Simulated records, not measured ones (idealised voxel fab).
The process module presented herein is designated voxel trench capacitor.
In the cross-section labelled cut, the width is 290 nm and each square cell is 5 nm.
A cross-section is written here as square cells arranged in a grid, and it is given in bands from the top down, each band taking up one or more rows of cells.
The band entry comprises the height of the band's top followed by the height of its bottom, expressed in nm, and subsequently the band's materials from left to right, each stated together with its width in nm. Where a single material is marked with the word "throughout", that material fills the band from edge to edge. The word "air" represents empty space.
Beneath 0, the wafer as received is one material, and that level is where height counting begins. The lowest band goes on downward without a bottom; it is written like "0..down".
The two numbers in a width such as "30->40" mark its ends across the band: the first belongs to the top row of cells, the second to the bottom row, and from each row to the next the width moves by the same amount.
"no change" -> step changed no cross-section cell.
Closed-off voids of 8+ cells (no open route to the top) go in "Closed internal cavities", written width x height at distance from the left edge, in nm.
Note: text after step settings on the step line = simulator remark on that step.
overlay nm: on a step with a mask, how far right of its planned place the mask lay; negative means left.
Pairs, read this way: before one process step on the one hand, after it on the other, the after cross-section ending at the lowest band that changed; the step between, settings included, beneath. Same starting wafer throughout, but possibly different runs of this module, so no pair continues from the pair above unless its entry headed "Pre-process" says so.
Pre-process:
> 0..down  Si throughout
> Closed internal cavities: none
Resultant Cross-Section:
> 5..0  SiN throughout
> below 0: unchanged
> Closed internal cavities: none
Between the two cross-sections shown above lies op CONFORMAL_DEP | material SiN | thk nm 5
Pre-process: same picture as after in the pair right above, so we don't repeat it.
Resultant Cross-Section:
> 15..5  aC throughout
> below 5: unchanged
> Closed internal cavities: none
Between the two cross-sections shown above lies op DIRECTIONAL_DEP | material aC | thk nm 10
Pre-process: same picture as after in the pair right above, so we don't repeat it.
Resultant Cross-Section:
> 40..15  resist=55  air=25  resist=25  air=25  resist=25  air=25  resist=25  air=25  resist=60
> below 15: unchanged
> Closed internal cavities: none
Between the two cross-sections shown above lies op PATTERN | tone open | mask id TRENCH | material resist | width nm 25 | pitch nm 50 | thk nm 25 | overlay nm 0
Pre-process: same picture as after in the pair right above, so we don't repeat it.
Resultant Cross-Section:
> 30..15  resist=55  air=25  resist=25  air=25  resist=25  air=25  resist=25  air=25  resist=60
> 15..5  aC=55  air=25  aC=25  air=25  aC=25  air=25  aC=25  air=25  aC=60
> below 5: unchanged
> Closed internal cavities: none
Between the two cross-sections shown above lies op DIRECTIONAL_ETCH | etch materials aC | depth nm 10
Pre-process: same picture as after in the pair right above, so we don't repeat it.
Resultant Cross-Section:
> 15..5  aC=55  air=25  aC=25  air=25  aC=25  air=25  aC=25  air=25  aC=60
> below 5: unchanged
> Closed internal cavities: none
Between the two cross-sections shown above lies op STRIP | etch materials resist
Pre-process: same picture as after in the pair right above, so we don't repeat it.
Resultant Cross-Section:
> 15..5  aC=55  air=25  aC=25  air=25  aC=25  air=25  aC=25  air=25  aC=60
> 5..0  SiN=55  air=25  SiN=25  air=25  SiN=25  air=25  SiN=25  air=25  SiN=60
> below 0: unchanged
> Closed internal cavities: none
Between the two cross-sections shown above lies op DIRECTIONAL_ETCH | etch materials SiN | depth nm 5
Pre-process: same picture as after in the pair right above, so we don't repeat it.
Resultant Cross-Section:
> 15..5  aC=55  air=25  aC=25  air=25  aC=25  air=25  aC=25  air=25  aC=60
> 5..0  SiN=55  air=25  SiN=25  air=25  SiN=25  air=25  SiN=25  air=25  SiN=60
> 0..-30  Si=55  air=25  Si=25  air=25  Si=25  air=25  Si=25  air=25  Si=60
> below -30: unchanged
> Closed internal cavities: none
Between the two cross-sections shown above lies op DIRECTIONAL_ETCH | etch materials Si | depth nm 30
Pre-process: same picture as after in the pair right above, so we don't repeat it.
Resultant Cross-Section:
> 5..0  SiN=55  air=25  SiN=25  air=25  SiN=25  air=25  SiN=25  air=25  SiN=60
> below 0: unchanged
> Closed internal cavities: none
Between the two cross-sections shown above lies op STRIP | etch materials aC
Pre-process: same picture as after in the pair right above, so we don't repeat it.
Resultant Cross-Section:
> 10..5  SiO2=60  air=15  SiO2=35  air=15  SiO2=35  air=15  SiO2=35  air=15  SiO2=65
> 5..0  SiN=55  SiO2=5  air=15  SiO2=5  SiN=25  SiO2=5  air=15  SiO2=5  SiN=25  SiO2=5  air=15  SiO2=5  SiN=25  SiO2=5  air=15  SiO2=5  SiN=60
> 0..-25  Si=55  SiO2=5  air=15  SiO2=5  Si=25  SiO2=5  air=15  SiO2=5  Si=25  SiO2=5  air=15  SiO2=5  Si=25  SiO2=5  air=15  SiO2=5  Si=60
> -25..-30  Si=55  SiO2=25  Si=25  SiO2=25  Si=25  SiO2=25  Si=25  SiO2=25  Si=60
> below -30: unchanged
> Closed internal cavities: none
Between the two cross-sections shown above lies op CONFORMAL_DEP | material SiO2 | thk nm 5
Pre-process: same picture as after in the pair right above, so we don't repeat it.
Resultant Cross-Section:
> 20..10  polySi throughout
> 10..5  SiO2=60  polySi=15  SiO2=35  polySi=15  SiO2=35  polySi=15  SiO2=35  polySi=15  SiO2=65
> 5..0  SiN=55  SiO2=5  polySi=15  SiO2=5  SiN=25  SiO2=5  polySi=15  SiO2=5  SiN=25  SiO2=5  polySi=15  SiO2=5  SiN=25  SiO2=5  polySi=15  SiO2=5  SiN=60
> 0..-25  Si=55  SiO2=5  polySi=15  SiO2=5  Si=25  SiO2=5  polySi=15  SiO2=5  Si=25  SiO2=5  polySi=15  SiO2=5  Si=25  SiO2=5  polySi=15  SiO2=5  Si=60
> below -25: unchanged
> Closed internal cavities: none
Between the two cross-sections shown above lies op FILL_DEP | material polySi | thk nm 10
Pre-process: same picture as after in the pair right above, so we don't repeat it.
Resultant Cross-Section:
> 5..0  SiN=55  SiO2=5  polySi=15  SiO2=5  SiN=25  SiO2=5  polySi=15  SiO2=5  SiN=25  SiO2=5  polySi=15  SiO2=5  SiN=25  SiO2=5  polySi=15  SiO2=5  SiN=60
> below 0: unchanged
> Closed internal cavities: none
Between the two cross-sections shown above lies op CMP | height nm 5
Pre-process:
> 15..5  aC=55  air=25  aC=25  air=25  aC=25  air=25  aC=25  air=25  aC=60
> 5..0  SiN=55  air=25  SiN=25  air=25  SiN=25  air=25  SiN=25  air=25  SiN=60
> 0..-30  Si=55  air=25  Si=25  air=25  Si=25  air=25  Si=25  air=25  Si=60
> -30..down  Si throughout
> Closed internal cavities: none
Resultant Cross-Section:
> 15..5  aC=55  air=25  aC=25  air=25  aC=25  air=25  aC=25  air=25  aC=60
> 5..0  SiN=55  air=25  SiN=25  air=25  SiN=25  air=25  SiN=25  air=25  SiN=60
> 0..-60  Si=55  air=25  Si=25  air=25  Si=25  air=25  Si=25  air=25  Si=60
> below -60: unchanged
> Closed internal cavities: none
Between the two cross-sections shown above lies op DIRECTIONAL_ETCH | etch materials Si | depth nm 30
Pre-process: same picture as after in the pair right above, so we don't repeat it.
Resultant Cross-Section:
> 5..0  SiN=55  air=25  SiN=25  air=25  SiN=25  air=25  SiN=25  air=25  SiN=60
> below 0: unchanged
> Closed internal cavities: none
Between the two cross-sections shown above lies op STRIP | etch materials aC
Pre-process: same picture as after in the pair right above, so we don't repeat it.
Resultant Cross-Section:
> 10..5  SiO2=60  air=15  SiO2=35  air=15  SiO2=35  air=15  SiO2=35  air=15  SiO2=65
> 5..0  SiN=55  SiO2=5  air=15  SiO2=5  SiN=25  SiO2=5  air=15  SiO2=5  SiN=25  SiO2=5  air=15  SiO2=5  SiN=25  SiO2=5  air=15  SiO2=5  SiN=60
> 0..-55  Si=55  SiO2=5  air=15  SiO2=5  Si=25  SiO2=5  air=15  SiO2=5  Si=25  SiO2=5  air=15  SiO2=5  Si=25  SiO2=5  air=15  SiO2=5  Si=60
> -55..-60  Si=55  SiO2=25  Si=25  SiO2=25  Si=25  SiO2=25  Si=25  SiO2=25  Si=60
> below -60: unchanged
> Closed internal cavities: none
Between the two cross-sections shown above lies op CONFORMAL_DEP | material SiO2 | thk nm 5
Pre-process: same picture as after in the pair right above, so we don't repeat it.
Resultant Cross-Section:
> 20..10  polySi throughout
> 10..5  SiO2=60  polySi=15  SiO2=35  polySi=15  SiO2=35  polySi=15  SiO2=35  polySi=15  SiO2=65
> 5..0  SiN=55  SiO2=5  polySi=15  SiO2=5  SiN=25  SiO2=5  polySi=15  SiO2=5  SiN=25  SiO2=5  polySi=15  SiO2=5  SiN=25  SiO2=5  polySi=15  SiO2=5  SiN=60
> 0..-55  Si=55  SiO2=5  polySi=15  SiO2=5  Si=25  SiO2=5  polySi=15  SiO2=5  Si=25  SiO2=5  polySi=15  SiO2=5  Si=25  SiO2=5  polySi=15  SiO2=5  Si=60
> below -55: unchanged
> Closed internal cavities: none
Between the two cross-sections shown above lies op FILL_DEP | material polySi | thk nm 10
Pre-process: same picture as after in the pair right above, so we don't repeat it.
Resultant Cross-Section:
> 5..0  SiN=55  SiO2=5  polySi=15  SiO2=5  SiN=25  SiO2=5  polySi=15  SiO2=5  SiN=25  SiO2=5  polySi=15  SiO2=5  SiN=25  SiO2=5  polySi=15  SiO2=5  SiN=60
> below 0: unchanged
> Closed internal cavities: none
Between the two cross-sections shown above lies op CMP | height nm 5
Pre-process:
> 15..5  aC=55  air=25  aC=25  air=25  aC=25  air=25  aC=25  air=25  aC=60
> 5..0  SiN=55  air=25  SiN=25  air=25  SiN=25  air=25  SiN=25  air=25  SiN=60
> 0..down  Si throughout
> Closed internal cavities: none
Resultant Cross-Section:
> 5..0  SiN=55  air=25  SiN=25  air=25  SiN=25  air=25  SiN=25  air=25  SiN=60
> below 0: unchanged
> Closed internal cavities: none
Between the two cross-sections shown above lies op STRIP | etch materials aC
Pre-process: same picture as after in the pair right above, so we don't repeat it.
Resultant Cross-Section:
> 5..0  SiN=55  air=25  SiN=25  air=25  SiN=25  air=25  SiN=25  air=25  SiN=60
> 0..-30  Si=55  air=25  Si=25  air=25  Si=25  air=25  Si=25  air=25  Si=60
> below -30: unchanged
> Closed internal cavities: none
Between the two cross-sections shown above lies op DIRECTIONAL_ETCH | etch materials Si | depth nm 30
Pre-process:
> 15..5  aC=55  air=25  aC=25  air=25  aC=25  air=25  aC=25  air=25  aC=60
> 5..0  SiN=55  air=25  SiN=25  air=25  SiN=25  air=25  SiN=25  air=25  SiN=60
> 0..down  Si throughout
> Closed internal cavities: none
Resultant Cross-Section:
> 15..5  aC=55  air=25  aC=25  air=25  aC=25  air=25  aC=25  air=25  aC=60
> 5..0  SiN=55  air=25  SiN=25  air=25  SiN=25  air=25  SiN=25  air=25  SiN=60
> 0..-40  Si=55  air=25  Si=25  air=25  Si=25  air=25  Si=25  air=25  Si=60
> below -40: unchanged
> Closed internal cavities: none
Between the two cross-sections shown above lies op DIRECTIONAL_ETCH | etch materials Si | depth nm 40
Pre-process: same picture as after in the pair right above, so we don't repeat it.
Resultant Cross-Section:
> 5..0  SiN=55  air=25  SiN=25  air=25  SiN=25  air=25  SiN=25  air=25  SiN=60
> below 0: unchanged
> Closed internal cavities: none
Between the two cross-sections shown above lies op STRIP | etch materials aC
Pre-process: same picture as after in the pair right above, so we don't repeat it.
Resultant Cross-Section:
> 10..5  SiO2=60  air=15  SiO2=35  air=15  SiO2=35  air=15  SiO2=35  air=15  SiO2=65
> 5..0  SiN=55  SiO2=5  air=15  SiO2=5  SiN=25  SiO2=5  air=15  SiO2=5  SiN=25  SiO2=5  air=15  SiO2=5  SiN=25  SiO2=5  air=15  SiO2=5  SiN=60
> 0..-35  Si=55  SiO2=5  air=15  SiO2=5  Si=25  SiO2=5  air=15  SiO2=5  Si=25  SiO2=5  air=15  SiO2=5  Si=25  SiO2=5  air=15  SiO2=5  Si=60
> -35..-40  Si=55  SiO2=25  Si=25  SiO2=25  Si=25  SiO2=25  Si=25  SiO2=25  Si=60
> below -40: unchanged
> Closed internal cavities: none
Between the two cross-sections shown above lies op CONFORMAL_DEP | material SiO2 | thk nm 5
Pre-process: same picture as after in the pair right above, so we don't repeat it.
Resultant Cross-Section:
> 20..10  polySi throughout
> 10..5  SiO2=60  polySi=15  SiO2=35  polySi=15  SiO2=35  polySi=15  SiO2=35  polySi=15  SiO2=65
> 5..0  SiN=55  SiO2=5  polySi=15  SiO2=5  SiN=25  SiO2=5  polySi=15  SiO2=5  SiN=25  SiO2=5  polySi=15  SiO2=5  SiN=25  SiO2=5  polySi=15  SiO2=5  SiN=60
> 0..-35  Si=55  SiO2=5  polySi=15  SiO2=5  Si=25  SiO2=5  polySi=15  SiO2=5  Si=25  SiO2=5  polySi=15  SiO2=5  Si=25  SiO2=5  polySi=15  SiO2=5  Si=60
> below -35: unchanged
> Closed internal cavities: none
Between the two cross-sections shown above lies op FILL_DEP | material polySi | thk nm 10
Pre-process: same picture as after in the pair right above, so we don't repeat it.
Resultant Cross-Section:
> 5..0  SiN=55  SiO2=5  polySi=15  SiO2=5  SiN=25  SiO2=5  polySi=15  SiO2=5  SiN=25  SiO2=5  polySi=15  SiO2=5  SiN=25  SiO2=5  polySi=15  SiO2=5  SiN=60
> below 0: unchanged
> Closed internal cavities: none
Between the two cross-sections shown above lies op CMP | height nm 5
Pre-process:
> 15..5  aC throughout
> 5..0  SiN throughout
> 0..down  Si throughout
> Closed internal cavities: none
Resultant Cross-Section:
> 40..15  resist=60  air=20  resist=30  air=20  resist=30  air=20  resist=30  air=20  resist=60
> below 15: unchanged
> Closed internal cavities: none
Between the two cross-sections shown above lies op PATTERN | tone open | mask id TRENCH | material resist | width nm 20 | pitch nm 50 | thk nm 25 | overlay nm 0
Pre-process: same picture as after in the pair right above, so we don't repeat it.
Resultant Cross-Section:
> 30..15  resist=60  air=20  resist=30  air=20  resist=30  air=20  resist=30  air=20  resist=60
> 15..5  aC=60  air=20  aC=30  air=20  aC=30  air=20  aC=30  air=20  aC=60
> below 5: unchanged
> Closed internal cavities: none
Between the two cross-sections shown above lies op DIRECTIONAL_ETCH | etch materials aC | depth nm 10
Pre-process: same picture as after in the pair right above, so we don't repeat it.
Resultant Cross-Section:
> 15..5  aC=60  air=20  aC=30  air=20  aC=30  air=20  aC=30  air=20  aC=60
> below 5: unchanged
> Closed internal cavities: none
Between the two cross-sections shown above lies op STRIP | etch materials resist
Pre-process: same picture as after in the pair right above, so we don't repeat it.
Resultant Cross-Section:
> 15..5  aC=60  air=20  aC=30  air=20  aC=30  air=20  aC=30  air=20  aC=60
> 5..0  SiN=60  air=20  SiN=30  air=20  SiN=30  air=20  SiN=30  air=20  SiN=60
> below 0: unchanged
> Closed internal cavities: none
Between the two cross-sections shown above lies op DIRECTIONAL_ETCH | etch materials SiN | depth nm 5
Pre-process: same picture as after in the pair right above, so we don't repeat it.
Resultant Cross-Section:
> 15..5  aC=60  air=20  aC=30  air=20  aC=30  air=20  aC=30  air=20  aC=60
> 5..0  SiN=60  air=20  SiN=30  air=20  SiN=30  air=20  SiN=30  air=20  SiN=60
> 0..-30  Si=60  air=20  Si=30  air=20  Si=30  air=20  Si=30  air=20  Si=60
> below -30: unchanged
> Closed internal cavities: none
Between the two cross-sections shown above lies op DIRECTIONAL_ETCH | etch materials Si | depth nm 30
Pre-process: same picture as after in the pair right above, so we don't repeat it.
Resultant Cross-Section:
> 5..0  SiN=60  air=20  SiN=30  air=20  SiN=30  air=20  SiN=30  air=20  SiN=60
> below 0: unchanged
> Closed internal cavities: none
Between the two cross-sections shown above lies op STRIP | etch materials aC
Pre-process: same picture as after in the pair right above, so we don't repeat it.
Resultant Cross-Section:
> 10..5  SiO2=65  air=10  SiO2=40  air=10  SiO2=40  air=10  SiO2=40  air=10  SiO2=65
> 5..0  SiN=60  SiO2=5  air=10  SiO2=5  SiN=30  SiO2=5  air=10  SiO2=5  SiN=30  SiO2=5  air=10  SiO2=5  SiN=30  SiO2=5  air=10  SiO2=5  SiN=60
> 0..-25  Si=60  SiO2=5  air=10  SiO2=5  Si=30  SiO2=5  air=10  SiO2=5  Si=30  SiO2=5  air=10  SiO2=5  Si=30  SiO2=5  air=10  SiO2=5  Si=60
> -25..-30  Si=60  SiO2=20  Si=30  SiO2=20  Si=30  SiO2=20  Si=30  SiO2=20  Si=60
> below -30: unchanged
> Closed internal cavities: none
Between the two cross-sections shown above lies op CONFORMAL_DEP | material SiO2 | thk nm 5
Pre-process: same picture as after in the pair right above, so we don't repeat it.
Resultant Cross-Section:
> 20..10  polySi throughout
> 10..5  SiO2=65  polySi=10  SiO2=40  polySi=10  SiO2=40  polySi=10  SiO2=40  polySi=10  SiO2=65
> 5..0  SiN=60  SiO2=5  polySi=10  SiO2=5  SiN=30  SiO2=5  polySi=10  SiO2=5  SiN=30  SiO2=5  polySi=10  SiO2=5  SiN=30  SiO2=5  polySi=10  SiO2=5  SiN=60
> 0..-25  Si=60  SiO2=5  polySi=10  SiO2=5  Si=30  SiO2=5  polySi=10  SiO2=5  Si=30  SiO2=5  polySi=10  SiO2=5  Si=30  SiO2=5  polySi=10  SiO2=5  Si=60
> below -25: unchanged
> Closed internal cavities: none
Between the two cross-sections shown above lies op FILL_DEP | material polySi | thk nm 10
Pre-process: same picture as after in the pair right above, so we don't repeat it.
Resultant Cross-Section:
> 5..0  SiN=60  SiO2=5  polySi=10  SiO2=5  SiN=30  SiO2=5  polySi=10  SiO2=5  SiN=30  SiO2=5  polySi=10  SiO2=5  SiN=30  SiO2=5  polySi=10  SiO2=5  SiN=60
> below 0: unchanged
> Closed internal cavities: none
Between the two cross-sections shown above lies op CMP | height nm 5
Pre-process:
> 15..5  aC throughout
> 5..0  SiN throughout
> 0..down  Si throughout
> Closed internal cavities: none
Resultant Cross-Section:
> 40..15  resist=45  air=25  resist=25  air=25  resist=25  air=25  resist=25  air=25  resist=70
> below 15: unchanged
> Closed internal cavities: none
Between the two cross-sections shown above lies op PATTERN | tone open | mask id TRENCH | material resist | width nm 25 | pitch nm 50 | thk nm 25 | overlay nm -10
Pre-process: same picture as after in the pair right above, so we don't repeat it.
Resultant Cross-Section:
> 30..15  resist=45  air=25  resist=25  air=25  resist=25  air=25  resist=25  air=25  resist=70
> 15..5  aC=45  air=25  aC=25  air=25  aC=25  air=25  aC=25  air=25  aC=70
> below 5: unchanged
> Closed internal cavities: none
Between the two cross-sections shown above lies op DIRECTIONAL_ETCH | etch materials aC | depth nm 10
Pre-process: same picture as after in the pair right above, so we don't repeat it.
Resultant Cross-Section:
> 15..5  aC=45  air=25  aC=25  air=25  aC=25  air=25  aC=25  air=25  aC=70
> below 5: unchanged
> Closed internal cavities: none
Between the two cross-sections shown above lies op STRIP | etch materials resist
Pre-process: same picture as after in the pair right above, so we don't repeat it.
Resultant Cross-Section:
> 15..5  aC=45  air=25  aC=25  air=25  aC=25  air=25  aC=25  air=25  aC=70
> 5..0  SiN=45  air=25  SiN=25  air=25  SiN=25  air=25  SiN=25  air=25  SiN=70
> below 0: unchanged
> Closed internal cavities: none
Between the two cross-sections shown above lies op DIRECTIONAL_ETCH | etch materials SiN | depth nm 5
Pre-process: same picture as after in the pair right above, so we don't repeat it.
Resultant Cross-Section:
> 15..5  aC=45  air=25  aC=25  air=25  aC=25  air=25  aC=25  air=25  aC=70
> 5..0  SiN=45  air=25  SiN=25  air=25  SiN=25  air=25  SiN=25  air=25  SiN=70
> 0..-30  Si=45  air=25  Si=25  air=25  Si=25  air=25  Si=25  air=25  Si=70
> below -30: unchanged
> Closed internal cavities: none
Between the two cross-sections shown above lies op DIRECTIONAL_ETCH | etch materials Si | depth nm 30
Pre-process: same picture as after in the pair right above, so we don't repeat it.
Resultant Cross-Section:
> 5..0  SiN=45  air=25  SiN=25  air=25  SiN=25  air=25  SiN=25  air=25  SiN=70
> below 0: unchanged
> Closed internal cavities: none
Between the two cross-sections shown above lies op STRIP | etch materials aC
Pre-process: same picture as after in the pair right above, so we don't repeat it.
Resultant Cross-Section:
> 10..5  SiO2=50  air=15  SiO2=35  air=15  SiO2=35  air=15  SiO2=35  air=15  SiO2=75
> 5..0  SiN=45  SiO2=5  air=15  SiO2=5  SiN=25  SiO2=5  air=15  SiO2=5  SiN=25  SiO2=5  air=15  SiO2=5  SiN=25  SiO2=5  air=15  SiO2=5  SiN=70
> 0..-25  Si=45  SiO2=5  air=15  SiO2=5  Si=25  SiO2=5  air=15  SiO2=5  Si=25  SiO2=5  air=15  SiO2=5  Si=25  SiO2=5  air=15  SiO2=5  Si=70
> -25..-30  Si=45  SiO2=25  Si=25  SiO2=25  Si=25  SiO2=25  Si=25  SiO2=25  Si=70
> below -30: unchanged
> Closed internal cavities: none
Between the two cross-sections shown above lies op CONFORMAL_DEP | material SiO2 | thk nm 5
Pre-process: same picture as after in the pair right above, so we don't repeat it.
Resultant Cross-Section:
> 20..10  polySi throughout
> 10..5  SiO2=50  polySi=15  SiO2=35  polySi=15  SiO2=35  polySi=15  SiO2=35  polySi=15  SiO2=75
> 5..0  SiN=45  SiO2=5  polySi=15  SiO2=5  SiN=25  SiO2=5  polySi=15  SiO2=5  SiN=25  SiO2=5  polySi=15  SiO2=5  SiN=25  SiO2=5  polySi=15  SiO2=5  SiN=70
> 0..-25  Si=45  SiO2=5  polySi=15  SiO2=5  Si=25  SiO2=5  polySi=15  SiO2=5  Si=25  SiO2=5  polySi=15  SiO2=5  Si=25  SiO2=5  polySi=15  SiO2=5  Si=70
> below -25: unchanged
> Closed internal cavities: none
Between the two cross-sections shown above lies op FILL_DEP | material polySi | thk nm 10
Pre-process: same picture as after in the pair right above, so we don't repeat it.
Resultant Cross-Section:
> 5..0  SiN=45  SiO2=5  polySi=15  SiO2=5  SiN=25  SiO2=5  polySi=15  SiO2=5  SiN=25  SiO2=5  polySi=15  SiO2=5  SiN=25  SiO2=5  polySi=15  SiO2=5  SiN=70
> below 0: unchanged
> Closed internal cavities: none
Between the two cross-sections shown above lies op CMP | height nm 5
Pre-process:
> 10..5  SiO2=60  air=15  SiO2=35  air=15  SiO2=35  air=15  SiO2=35  air=15  SiO2=65
> 5..0  SiN=55  SiO2=5  air=15  SiO2=5  SiN=25  SiO2=5  air=15  SiO2=5  SiN=25  SiO2=5  air=15  SiO2=5  SiN=25  SiO2=5  air=15  SiO2=5  SiN=60
> 0..-25  Si=55  SiO2=5  air=15  SiO2=5  Si=25  SiO2=5  air=15  SiO2=5  Si=25  SiO2=5  air=15  SiO2=5  Si=25  SiO2=5  air=15  SiO2=5  Si=60
> -25..-30  Si=55  SiO2=25  Si=25  SiO2=25  Si=25  SiO2=25  Si=25  SiO2=25  Si=60
> -30..down  Si throughout
> Closed internal cavities: none
Resultant Cross-Section:
> 20..10  aC throughout
> 10..5  SiO2=60  aC=15  SiO2=35  aC=15  SiO2=35  aC=15  SiO2=35  aC=15  SiO2=65
> 5..0  SiN=55  SiO2=5  aC=15  SiO2=5  SiN=25  SiO2=5  aC=15  SiO2=5  SiN=25  SiO2=5  aC=15  SiO2=5  SiN=25  SiO2=5  aC=15  SiO2=5  SiN=60
> 0..-25  Si=55  SiO2=5  aC=15  SiO2=5  Si=25  SiO2=5  aC=15  SiO2=5  Si=25  SiO2=5  aC=15  SiO2=5  Si=25  SiO2=5  aC=15  SiO2=5  Si=60
> below -25: unchanged
> Closed internal cavities: none
Between the two cross-sections shown above lies op FILL_DEP | material aC | thk nm 10
Pre-process: same picture as after in the pair right above, so we don't repeat it.
Resultant Cross-Section:
> 5..0  SiN=55  SiO2=5  aC=15  SiO2=5  SiN=25  SiO2=5  aC=15  SiO2=5  SiN=25  SiO2=5  aC=15  SiO2=5  SiN=25  SiO2=5  aC=15  SiO2=5  SiN=60
> below 0: unchanged
> Closed internal cavities: none
Between the two cross-sections shown above lies op CMP | height nm 5
Pre-process:
> 15..5  aC throughout
> 5..0  SiN throughout
> 0..down  Si throughout
> Closed internal cavities: none
Resultant Cross-Section:
> 40..15  air=55  resist=25  air=25  resist=25  air=25  resist=25  air=25  resist=25  air=60
> below 15: unchanged
> Closed internal cavities: none
Between the two cross-sections shown above lies op PATTERN | tone cover | mask id TRENCH | material resist | width nm 25 | pitch nm 50 | thk nm 25 | overlay nm 0
Pre-process: same picture as after in the pair right above, so we don't repeat it.
Resultant Cross-Section:
> 30..15  air=55  resist=25  air=25  resist=25  air=25  resist=25  air=25  resist=25  air=60
> 15..5  air=55  aC=25  air=25  aC=25  air=25  aC=25  air=25  aC=25  air=60
> below 5: unchanged
> Closed internal cavities: none
Between the two cross-sections shown above lies op DIRECTIONAL_ETCH | etch materials aC | depth nm 10
Pre-process: same picture as after in the pair right above, so we don't repeat it.
Resultant Cross-Section:
> 15..5  air=55  aC=25  air=25  aC=25  air=25  aC=25  air=25  aC=25  air=60
> below 5: unchanged
> Closed internal cavities: none
Between the two cross-sections shown above lies op STRIP | etch materials resist
Pre-process: same picture as after in the pair right above, so we don't repeat it.
Resultant Cross-Section:
> 15..5  air=55  aC=25  air=25  aC=25  air=25  aC=25  air=25  aC=25  air=60
> 5..0  air=55  SiN=25  air=25  SiN=25  air=25  SiN=25  air=25  SiN=25  air=60
> below 0: unchanged
> Closed internal cavities: none
Between the two cross-sections shown above lies op DIRECTIONAL_ETCH | etch materials SiN | depth nm 5
Pre-process: same picture as after in the pair right above, so we don't repeat it.
Resultant Cross-Section:
> 15..5  air=55  aC=25  air=25  aC=25  air=25  aC=25  air=25  aC=25  air=60
> 5..0  air=55  SiN=25  air=25  SiN=25  air=25  SiN=25  air=25  SiN=25  air=60
> 0..-30  air=55  Si=25  air=25  Si=25  air=25  Si=25  air=25  Si=25  air=60
> below -30: unchanged
> Closed internal cavities: none
Between the two cross-sections shown above lies op DIRECTIONAL_ETCH | etch materials Si | depth nm 30
Pre-process: same picture as after in the pair right above, so we don't repeat it.
Resultant Cross-Section:
> 5..0  air=55  SiN=25  air=25  SiN=25  air=25  SiN=25  air=25  SiN=25  air=60
> below 0: unchanged
> Closed internal cavities: none
Between the two cross-sections shown above lies op STRIP | etch materials aC
Pre-process: same picture as after in the pair right above, so we don't repeat it.
Resultant Cross-Section:
> 10..5  air=50  SiO2=35  air=15  SiO2=35  air=15  SiO2=35  air=15  SiO2=35  air=55
> 5..0  air=50  SiO2=5  SiN=25  SiO2=5  air=15  SiO2=5  SiN=25  SiO2=5  air=15  SiO2=5  SiN=25  SiO2=5  air=15  SiO2=5  SiN=25  SiO2=5  air=55
> 0..-25  air=50  SiO2=5  Si=25  SiO2=5  air=15  SiO2=5  Si=25  SiO2=5  air=15  SiO2=5  Si=25  SiO2=5  air=15  SiO2=5  Si=25  SiO2=5  air=55
> -25..-30  SiO2=55  Si=25  SiO2=25  Si=25  SiO2=25  Si=25  SiO2=25  Si=25  SiO2=60
> below -30: unchanged
> Closed internal cavities: none
Between the two cross-sections shown above lies op CONFORMAL_DEP | material SiO2 | thk nm 5
Pre-process: same picture as after in the pair right above, so we don't repeat it.
Resultant Cross-Section:
> 20..10  polySi throughout
> 10..5  polySi=50  SiO2=35  polySi=15  SiO2=35  polySi=15  SiO2=35  polySi=15  SiO2=35  polySi=55
> 5..0  polySi=50  SiO2=5  SiN=25  SiO2=5  polySi=15  SiO2=5  SiN=25  SiO2=5  polySi=15  SiO2=5  SiN=25  SiO2=5  polySi=15  SiO2=5  SiN=25  SiO2=5  polySi=55
> 0..-25  polySi=50  SiO2=5  Si=25  SiO2=5  polySi=15  SiO2=5  Si=25  SiO2=5  polySi=15  SiO2=5  Si=25  SiO2=5  polySi=15  SiO2=5  Si=25  SiO2=5  polySi=55
> below -25: unchanged
> Closed internal cavities: none
Between the two cross-sections shown above lies op FILL_DEP | material polySi | thk nm 10
Pre-process: same picture as after in the pair right above, so we don't repeat it.
Resultant Cross-Section:
> 5..0  polySi=50  SiO2=5  SiN=25  SiO2=5  polySi=15  SiO2=5  SiN=25  SiO2=5  polySi=15  SiO2=5  SiN=25  SiO2=5  polySi=15  SiO2=5  SiN=25  SiO2=5  polySi=55
> below 0: unchanged
> Closed internal cavities: none
Between the two cross-sections shown above lies op CMP | height nm 5
